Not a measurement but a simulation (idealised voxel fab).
process module | voxel capacitor over wiring
cross-section cut | 215 nm wide | cells 5 nm
A cross-section is a grid of square cells, given in bands from the top down. A band is one or more rows of cells.
Each band's line starts with the height of the band's top and of its bottom, in nm. Then come its materials from left to right, each with its width in nm. One material with "throughout" fills the band from edge to edge. "air" is empty space.
Height 0 is the level under which the wafer as received is all one material. The lowest band goes on downwards, as in "0 down".
A width such as "30 to 40" changes by the same amount from each row of cells to the next, from the band's top row to its bottom row.
"no change" after a step means that no cell of the cross-section changed.
closed voids: empty space of 8 cells or more with no open way to the top, each as width x height at its distance from the left edge, in nm
after a step's settings: what the simulator itself notes on the step
overlay nm, on a step with a mask: how far to the right of its planned place the mask lay; to the left if negative
plan
1 op RECEIVE | material Si
2 op CONFORMAL_DEP | material SiO2 | thk nm 15
3 op DIRECTIONAL_DEP | material TiN | thk nm 5
4 op DIRECTIONAL_DEP | material Ru | thk nm 25
5 op PATTERN | tone cover | mask id METAL_1 | material resist | width nm 20 | pitch nm 80 | thk nm 15 | overlay nm 0
6 op DIRECTIONAL_ETCH | etch materials Ru | depth nm 25
7 op DIRECTIONAL_ETCH | etch materials TiN | depth nm 5
8 op STRIP | etch materials resist
9 op FILL_DEP | material SiO2 | thk nm 5
10 op CMP | height nm 45
11 op CONFORMAL_DEP | material SiCN | thk nm 5
12 op DIRECTIONAL_DEP | material SiO2 | thk nm 10
13 op PATTERN | tone open | mask id PLUG_1 | material resist | width nm 15 | thk nm 15 | overlay nm 0
14 op DIRECTIONAL_ETCH | etch materials SiO2 | depth nm 10
15 op DIRECTIONAL_ETCH | etch materials SiCN | depth nm 5
16 op STRIP | etch materials resist
17 op EPI | material Ru | thk nm 10
18 op EPI | material Ru | thk nm 5
19 op DIRECTIONAL_DEP | material TiN | thk nm 10
20 op DIRECTIONAL_DEP | material Al2O3 | thk nm 5
21 op DIRECTIONAL_DEP | material TiN | thk nm 5
22 op DIRECTIONAL_DEP | material aC | thk nm 15
23 op PATTERN | tone cover | mask id UPPER_PLATE | material resist | width nm 65 | thk nm 30 | overlay nm 0
24 op DIRECTIONAL_ETCH | etch materials aC | depth nm 15
25 op STRIP | etch materials resist
26 op DIRECTIONAL_ETCH | etch materials TiN | depth nm 5
27 op DIRECTIONAL_ETCH | etch materials Al2O3 | depth nm 5
28 op STRIP | etch materials aC
29 op PATTERN | tone cover | mask id LOWER_PLATE | material resist | width nm 75 | thk nm 20 | overlay nm -15
30 op DIRECTIONAL_ETCH | etch materials TiN | depth nm 10
31 op STRIP | etch materials resist
32 op FILL_DEP | material SiO2 | thk nm 15
33 op CMP | height nm 90
34 op PATTERN | tone open | mask id PLUG_2 | material resist | width nm 15 | thk nm 15 | overlay nm 0
35 op DIRECTIONAL_ETCH | etch materials SiO2 | depth nm 10
36 op STRIP | etch materials resist
37 op CONFORMAL_DEP | material TiN | thk nm 5
38 op FILL_DEP | material W | thk nm 10
39 op CMP | height nm 90
40 op CONFORMAL_DEP | material SiCN | thk nm 5
varied across the wafers: overlay nm of step 29. The plan shows the first wafer's value. All wafers start alike
first wafer as received, after step 1
  0 down: Si throughout
  closed voids: none
first wafer at the end, after step 40
  95 to 90: SiCN throughout
  90 to 85: SiO2 70 | TiN 5 | W 5 | TiN 5 | SiO2 130
  85 to 75: SiO2 70 to 60 | TiN 15 to 55 | SiO2 130 to 100
  75 to 70: SiO2 60 | Al2O3 65 | SiO2 90
  70 to 60: SiO2 40 | TiN 85 | SiO2 90
  60 to 50: SiO2 60 | Ru 15 | SiO2 140
  50 to 45: SiCN 60 | Ru 15 | SiCN 140
  45 to 20: SiO2 55 | Ru 20 | SiO2 60 | Ru 20 | SiO2 60
  20 to 15: SiO2 55 | TiN 20 | SiO2 60 | TiN 20 | SiO2 60
  15 to 0: SiO2 throughout
  0 down: Si throughout
  closed voids: none
last wafer at the end
  95 to 90: SiCN throughout
  90 to 85: SiO2 70 | TiN 5 | W 5 | TiN 5 | SiO2 130
  85 to 75: SiO2 70 | TiN 15 to 55 | SiO2 130 to 90
  75 to 70: SiO2 60 | Al2O3 65 | SiO2 90
  70 to 60: SiO2 60 | TiN 85 | SiO2 70
  60 to 50: SiO2 60 | Ru 15 | SiO2 140
  50 to 45: SiCN 60 | Ru 15 | SiCN 140
  45 to 20: SiO2 55 | Ru 20 | SiO2 60 | Ru 20 | SiO2 60
  20 to 15: SiO2 55 | TiN 20 | SiO2 60 | TiN 20 | SiO2 60
  15 to 0: SiO2 throughout
  0 down: Si throughout
  closed voids: none
each wafer at the end: cells of each material gained (+) or lost (-) since it was received, then its closed voids
overlay nm -15 | +13 Al2O3 | +49 Ru | +83 SiCN | +613 SiO2 | +58 TiN | +1 W | closed voids: none
overlay nm -10 | +13 Al2O3 | +49 Ru | +83 SiCN | +614 SiO2 | +57 TiN | +1 W | closed voids: none
overlay nm -5 | +13 Al2O3 | +49 Ru | +83 SiCN | +615 SiO2 | +56 TiN | +1 W | closed voids: none
overlay nm 0 | +13 Al2O3 | +49 Ru | +83 SiCN | +615 SiO2 | +56 TiN | +1 W | closed voids: none
overlay nm 5 | +13 Al2O3 | +49 Ru | +83 SiCN | +615 SiO2 | +56 TiN | +1 W | closed voids: none
overlay nm 10 | +13 Al2O3 | +49 Ru | +83 SiCN | +614 SiO2 | +57 TiN | +1 W | closed voids: none
overlay nm 15 | +13 Al2O3 | +49 Ru | +83 SiCN | +613 SiO2 | +58 TiN | +1 W | closed voids: none
